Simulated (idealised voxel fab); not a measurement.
process module | voxel self aligned vias
cross-section cut | 225 nm wide | cells 5 nm
A cross-section is a grid of square cells, given in bands from the top down. A band is one or more rows of cells.
Each band's line starts with the height of the band's top and of its bottom, in nm. Then come its materials from left to right, each with its width in nm. One material with "throughout" fills the band from edge to edge. "air" is empty space.
Height 0 is the level under which the wafer as received is all one material. The lowest band goes on downwards, as in "0 down".
A width such as "30 to 40" changes by the same amount from each row of cells to the next, from the band's top row to its bottom row.
"no change" after a step means that no cell of the cross-section changed.
closed voids: empty space of 8 cells or more with no open way to the top, each as width x height at its distance from the left edge, in nm
after a step's settings: what the simulator itself notes on the step
overlay nm, on a step with a mask: how far to the right of its planned place the mask lay; to the left if negative
plan
1 op RECEIVE | material Si
2 op CONFORMAL_DEP | material SiO2 | thk nm 10
3 op CONFORMAL_DEP | material SiCN | thk nm 5
4 op DIRECTIONAL_DEP | material SiO2 | thk nm 20
5 op MASKED_ETCH | tone open | mask id LINES | width nm 30 | pitch nm 70 | etch materials SiO2 | depth nm 20 | overlay nm 0
6 op CONFORMAL_DEP | material TiN | thk nm 5
7 op FILL_DEP | material W | thk nm 5
8 op CMP | height nm 35
9 op SELECTIVE_ETCH | etch materials W Ru TiN | depth nm 10
10 op FILL_DEP | material SiN | thk nm 5
11 op CMP | height nm 35
12 op DIRECTIONAL_DEP | material SiO2 | thk nm 20
13 op DIRECTIONAL_DEP | material aC | thk nm 10
14 op PATTERN | tone open | mask id VIAS | material resist | width nm 40 | pitch nm 140 | thk nm 25 | overlay nm 0
15 op DIRECTIONAL_ETCH | etch materials aC | depth nm 10
16 op STRIP | etch materials resist
17 op DIRECTIONAL_ETCH | etch materials SiO2 | depth nm 20
18 op DIRECTIONAL_ETCH | etch materials SiN | depth nm 10
19 op STRIP | etch materials aC
20 op CONFORMAL_DEP | material TiN | thk nm 5
21 op FILL_DEP | material Ru | thk nm 5
22 op CMP | height nm 55
23 op CONFORMAL_DEP | material SiCN | thk nm 5
as received, after step 1
  0 down: Si throughout
  closed voids: none
first wafer at the end, as planned
  60 to 55: SiCN throughout
  55 to 40: SiO2 20 | TiN 5 | Ru 30 | TiN 5 | SiO2 100 | TiN 5 | Ru 30 | TiN 5 | SiO2 25
  40 to 35: SiO2 20 | TiN 10 | Ru 20 | TiN 10 | SiO2 100 | TiN 10 | Ru 20 | TiN 10 | SiO2 25
  35 to 30: SiO2 25 | TiN 5 | Ru 20 | TiN 5 | SiO2 40 | SiN 30 | SiO2 40 | TiN 5 | Ru 20 | TiN 5 | SiO2 30
  30 to 25: SiO2 25 | TiN 30 | SiO2 40 | SiN 30 | SiO2 40 | TiN 30 | SiO2 30
  25 to 20: SiO2 25 | TiN 5 | W 20 | TiN 5 | SiO2 40 | TiN 5 | W 20 | TiN 5 | SiO2 40 | TiN 5 | W 20 | TiN 5 | SiO2 30
  20 to 15: SiO2 25 | TiN 30 | SiO2 40 | TiN 30 | SiO2 40 | TiN 30 | SiO2 30
  15 to 10: SiCN throughout
  10 to 0: SiO2 throughout
  0 down: Si throughout
  closed voids: none
second wafer at the end: like start, like plan, one mistake
  60 to 55: SiCN throughout
  55 to 35: SiO2 20 | TiN 5 | Ru 30 | TiN 5 | SiO2 100 | TiN 5 | Ru 30 | TiN 5 | SiO2 25
  35 to 30: SiO2 20 | TiN 5 | Ru 30 | TiN 5 | SiO2 35 | SiN 30 | SiO2 35 | TiN 5 | Ru 30 | TiN 5 | SiO2 25
  30 to 25: SiO2 20 | TiN 40 | SiO2 35 | SiN 30 | SiO2 35 | TiN 40 | SiO2 25
  25 to 20: SiO2 20 | TiN 10 | W 20 | TiN 10 | SiO2 35 | TiN 5 | W 20 | TiN 5 | SiO2 35 | TiN 10 | W 20 | TiN 10 | SiO2 25
  20 to 15: SiO2 20 | TiN 40 | SiO2 35 | TiN 30 | SiO2 35 | TiN 40 | SiO2 25
  15 to 10: SiCN throughout
  10 to 0: SiO2 throughout
  0 down: Si throughout
  closed voids: none
what went wrong: step 17 was run twice
at the end the second wafer has, in cells: 8 more of Ru | 16 fewer of SiO2 | 8 more of TiN
